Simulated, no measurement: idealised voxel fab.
The name of this process module is voxel self aligned vias.
Each square cell in cross-section cut measures 5 nm, and the section as a whole is 285 nm wide.
Cross-sections here: square-cell grids, written as top-down lists of bands, a band being one or more rows of cells. Basically the band line says how high the top is and how high the bottom is, in nm, and then what's in it from left to right, every material with its width in nm. Empty space shows up as "air", and if a single material carries "everywhere" it runs the full band edge to edge. Height 0 is the level under which the wafer as received is all one material. The lowest band goes on downwards, as in "0 -> down". The two numbers in a width such as "30 to 40" mark its ends across the band: the first belongs to the top row of cells, the second to the bottom row, and from each row to the next the width moves by the same amount. Any step labelled "no change" changed none of the cells in the cross-section. "Closed cavity list": empty spaces of 8 cells or more with no open way to the top, each given as width x height at distance, distance from the left edge, all in nm. What comes after the settings on a step's line is commentary from the simulator itself on that step. The setting "overlay nm" may be written on the line of a step. When the step uses a mask, the value reports how far to the right of the planned place the mask lay, and a negative value reports that it lay to the left.
This section lists the process steps that were planned
step 1: RECEIVE [material Si]
step 2: CONFORMAL_DEP [material SiO2] [thk nm 15]
step 3: CONFORMAL_DEP [material SiCN] [thk nm 5]
step 4: DIRECTIONAL_DEP [material SiO2] [thk nm 25]
step 5: DIRECTIONAL_DEP [material aC] [thk nm 15]
step 6: PATTERN [tone open] [mask id LINES] [material resist] [width nm 25] [pitch nm 60] [thk nm 35] [overlay nm 0]
step 7: DIRECTIONAL_ETCH [etch materials aC] [depth nm 15]
step 8: STRIP [etch materials resist]
step 9: DIRECTIONAL_ETCH [etch materials SiO2] [depth nm 25]
step 10: STRIP [etch materials aC]
step 11: CONFORMAL_DEP [material TiN] [thk nm 5]
step 12: FILL_DEP [material W] [thk nm 5]
step 13: CMP [height nm 45]
step 14: SELECTIVE_ETCH [etch materials W Ru TiN] [depth nm 10]
step 15: FILL_DEP [material SiN] [thk nm 5]
step 16: CMP [height nm 45]
step 17: DIRECTIONAL_DEP [material SiO2] [thk nm 15]
step 18: MASKED_ETCH [tone open] [mask id VIAS] [width nm 35] [etch materials SiO2] [depth nm 15] [overlay nm -15]
step 19: MASKED_ETCH [tone open] [mask id VIAS] [width nm 35] [etch materials SiN] [depth nm 10] [overlay nm 0]
step 20: CONFORMAL_DEP [material TiN] [thk nm 5]
step 21: FILL_DEP [material Ru] [thk nm 5]
step 22: CMP [height nm 60]
step 23: CONFORMAL_DEP [material SiN] [thk nm 5]
For clarity, it should be stated that the wafers under discussion commence in an identical condition and differ with respect to the overlay nm of step 18, the plan indicating the value that the first wafer had.
Step 1 complete: as-received cross-section of the first of several wafers
* 0 -> down: Si everywhere
* Closed cavity list: none
Below, a row for every wafer. Read it as the end-of-module picture: for each material the wafer shows its cells gained (+) or lost (-) since it was received, and then its closed voids
overlay nm -15 | +12 Ru | +57 SiCN | +71 SiN | +556 SiO2 | +33 TiN | +12 W | Closed cavity list: none
overlay nm -10 | +14 Ru | +57 SiCN | +69 SiN | +556 SiO2 | +33 TiN | +12 W | Closed cavity list: none
overlay nm -5 | +16 Ru | +57 SiCN | +67 SiN | +556 SiO2 | +33 TiN | +12 W | Closed cavity list: none
overlay nm 0 | +16 Ru | +57 SiCN | +67 SiN | +556 SiO2 | +33 TiN | +12 W | Closed cavity list: none
overlay nm 5 | +16 Ru | +57 SiCN | +67 SiN | +556 SiO2 | +33 TiN | +12 W | Closed cavity list: none
overlay nm 10 | +14 Ru | +57 SiCN | +69 SiN | +556 SiO2 | +33 TiN | +12 W | Closed cavity list: none
overlay nm 15 | +12 Ru | +57 SiCN | +71 SiN | +556 SiO2 | +33 TiN | +12 W | Closed cavity list: none
